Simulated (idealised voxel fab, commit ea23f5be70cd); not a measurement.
The name of this process module is voxel local oxidation.
Shown is cross-section cut, with a width of 280 nm and square cells of size 5 nm.
Heads up, the way a cross-section reads in here is a grid of square cells, handed over as bands from the top down, with every band being one or more rows of cells.
Band: top height; bottom height; in nm. Then, left to right: material with width in nm, for each material. "everywhere": a single material spanning edge to edge. "empty": empty space.
Heights are expressed relative to 0, this being the level below which the as-received wafer comprises one material exclusively. The lowest band is unbounded in the downward direction and is denoted as in "0 and below".
Top row gets the first number, bottom row gets the second, and each row in between changes by the same step: that is how a band width like "30 to 40" works.
Reading "everything unchanged" for a step: not a cell of the cross-section changed in it.
Enclosed voids (no open way to top), threshold 8 cells or more, entry "Cavities, sealed", notation width x height at distance, distance from left edge, nm.
What comes after the settings on a step's line is commentary from the simulator itself on that step.
When a step includes a mask, the "overlay nm" setting on its line states how far to the right of its planned place that mask lay, and negative values state how far to the left.

Here's what the planned process steps look like
- 1: RECEIVE, material Si
- 2: CONFORMAL_DEP, material SiO2, thk nm 5
- 3: CONFORMAL_DEP, material SiN, thk nm 15
- 4: PATTERN, tone cover, mask id ACTIVE, material resist, width nm 95, thk nm 15, overlay nm 0
- 5: DIRECTIONAL_ETCH, etch materials SiN, depth nm 15
- 6: STRIP, etch materials resist
- 7: SELECTIVE_ETCH, etch materials SiO2, depth nm 5
- 8: OXIDIZE, depth nm 15
- 9: STRIP, etch materials SiN

So, the first of our two wafers, run just as we planned it

Incoming wafer in cross-section (state: after step 1)
  0 and below | Si everywhere
  Cavities, sealed: none

You're looking at a cross-section of the wafer after step 2
  5 down to 0 | SiO2 everywhere
  Below 0 it's all the same as before, nothing changed down there.

You're looking at a cross-section of the wafer after step 3
  20 down to 5 | SiN everywhere
  Below 5 it's all the same as before, nothing changed down there.

You're looking at a cross-section of the wafer after step 4
  35 down to 20 | empty (90) / resist (95) / empty (95)
  Below 20 it's all the same as before, nothing changed down there.

You're looking at a cross-section of the wafer after step 5
  35 down to 20 | empty (90) / resist (95) / empty (95)
  20 down to 5 | empty (90) / SiN (95) / empty (95)
  Below 5 it's all the same as before, nothing changed down there.

You're looking at a cross-section of the wafer after step 6
  20 down to 5 | empty (90) / SiN (95) / empty (95)
  Below 5 it's all the same as before, nothing changed down there.

You're looking at a cross-section of the wafer after step 7
  20 down to 5 | empty (90) / SiN (95) / empty (95)
  5 down to 0 | empty (95) / SiO2 (85) / empty (100)
  Below 0 it's all the same as before, nothing changed down there.

You're looking at a cross-section of the wafer after step 8
  20 down to 5 | empty (90) / SiN (95) / empty (95)
  5 down to 0 | empty (95) / SiO2 (85) / empty (100)
  0 down to -15 | SiO2 (110) / Si (55) / SiO2 (115)
  Below -15 it's all the same as before, nothing changed down there.

You're looking at a cross-section of the wafer after step 9
  5 down to 0 | empty (95) / SiO2 (85) / empty (100)
  Below 0 it's all the same as before, nothing changed down there.

Wafer two: like wafer one in start and plan, but with one mistake in execution; identical up to and including step 6

Cross-section of the second wafer at the time step 7 of the plan should have ended
  20 down to 5 | empty (90) / SiN (95) / empty (95)
  5 down to 0 | empty (105) / SiO2 (65) / empty (110)
  Below 0 it's all the same as before, nothing changed down there.

Cross-section of the second wafer at the time step 8 of the plan should have ended
  20 down to 5 | empty (90) / SiN (95) / empty (95)
  5 down to 0 | empty (105) / SiO2 (65) / empty (110)
  0 down to -15 | SiO2 (120) / Si (35) / SiO2 (125)
  Below -15 it's all the same as before, nothing changed down there.

Cross-section of the second wafer at the time step 9 of the plan should have ended
  5 down to 0 | empty (105) / SiO2 (65) / empty (110)
  Below 0 it's all the same as before, nothing changed down there.
Where did the run depart from the plan? step 7 was run on a setting that differed from the plan, and what really ran there is SELECTIVE_ETCH, etch materials SiO2, depth nm 15
Per the end-of-run cell counts, the second wafer holds more or fewer of some materials than the first: Si: 12 fewer; SiO2: 8 more
